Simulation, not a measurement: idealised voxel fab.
process module | voxel self aligned vias
cross-section cut | 225 nm wide | cells 5 nm
A cross-section is a grid of square cells, given in bands from the top down. A band is one or more rows of cells.
Each band's line starts with the height of the band's top and of its bottom, in nm. Then come its materials from left to right, each with its width in nm. One material with "throughout" fills the band from edge to edge. "air" is empty space.
Height 0 is the level under which the wafer as received is all one material. The lowest band goes on downwards, as in "0 down".
A width such as "30 to 40" changes by the same amount from each row of cells to the next, from the band's top row to its bottom row.
"no change" after a step means that no cell of the cross-section changed.
closed voids: empty space of 8 cells or more with no open way to the top, each as width x height at its distance from the left edge, in nm
after a step's settings: what the simulator itself notes on the step
overlay nm, on a step with a mask: how far to the right of its planned place the mask lay; to the left if negative
plan
1 op RECEIVE | material Si
2 op CONFORMAL_DEP | material SiO2 | thk nm 10
3 op CONFORMAL_DEP | material SiCN | thk nm 5
4 op DIRECTIONAL_DEP | material SiO2 | thk nm 20
5 op PATTERN | tone open | mask id LINES | material resist | width nm 30 | pitch nm 65 | thk nm 15 | overlay nm -15
6 op DIRECTIONAL_ETCH | etch materials SiO2 | depth nm 20
7 op STRIP | etch materials resist
8 op CONFORMAL_DEP | material TiN | thk nm 5
9 op FILL_DEP | material Ru | thk nm 10
10 op CMP | height nm 35
11 op SELECTIVE_ETCH | etch materials W Ru TiN | depth nm 5
12 op FILL_DEP | material SiN | thk nm 5
13 op CMP | height nm 35
14 op DIRECTIONAL_DEP | material SiO2 | thk nm 15
15 op PATTERN | tone open | mask id VIAS | material resist | width nm 40 | pitch nm 65 | thk nm 15 | overlay nm 0
16 op DIRECTIONAL_ETCH | etch materials SiO2 | depth nm 15
17 op DIRECTIONAL_ETCH | etch materials SiN | depth nm 5
18 op STRIP | etch materials resist
19 op CONFORMAL_DEP | material TiN | thk nm 5
20 op FILL_DEP | material Cu | thk nm 5
21 op CMP | height nm 50
22 op CONFORMAL_DEP | material SiCN | thk nm 5
varied across the wafers: overlay nm of step 5. The plan shows the first wafer's value. All wafers start alike
first wafer as received, after step 1
  0 down: Si throughout
  closed voids: none
each wafer at the end: cells of each material gained (+) or lost (-) since it was received, then its closed voids
overlay nm -15 | +42 Cu | +24 Ru | +90 SiCN | +6 SiN | +261 SiO2 | +72 TiN | closed voids: none
overlay nm -10 | +45 Cu | +24 Ru | +90 SiCN | +3 SiN | +261 SiO2 | +72 TiN | closed voids: none
overlay nm -5 | +48 Cu | +24 Ru | +90 SiCN | +261 SiO2 | +72 TiN | closed voids: none
overlay nm 0 | +48 Cu | +24 Ru | +90 SiCN | +261 SiO2 | +72 TiN | closed voids: none
overlay nm 5 | +48 Cu | +24 Ru | +90 SiCN | +261 SiO2 | +72 TiN | closed voids: none
overlay nm 10 | +45 Cu | +24 Ru | +90 SiCN | +3 SiN | +261 SiO2 | +72 TiN | closed voids: none
overlay nm 15 | +42 Cu | +24 Ru | +90 SiCN | +6 SiN | +261 SiO2 | +72 TiN | closed voids: none
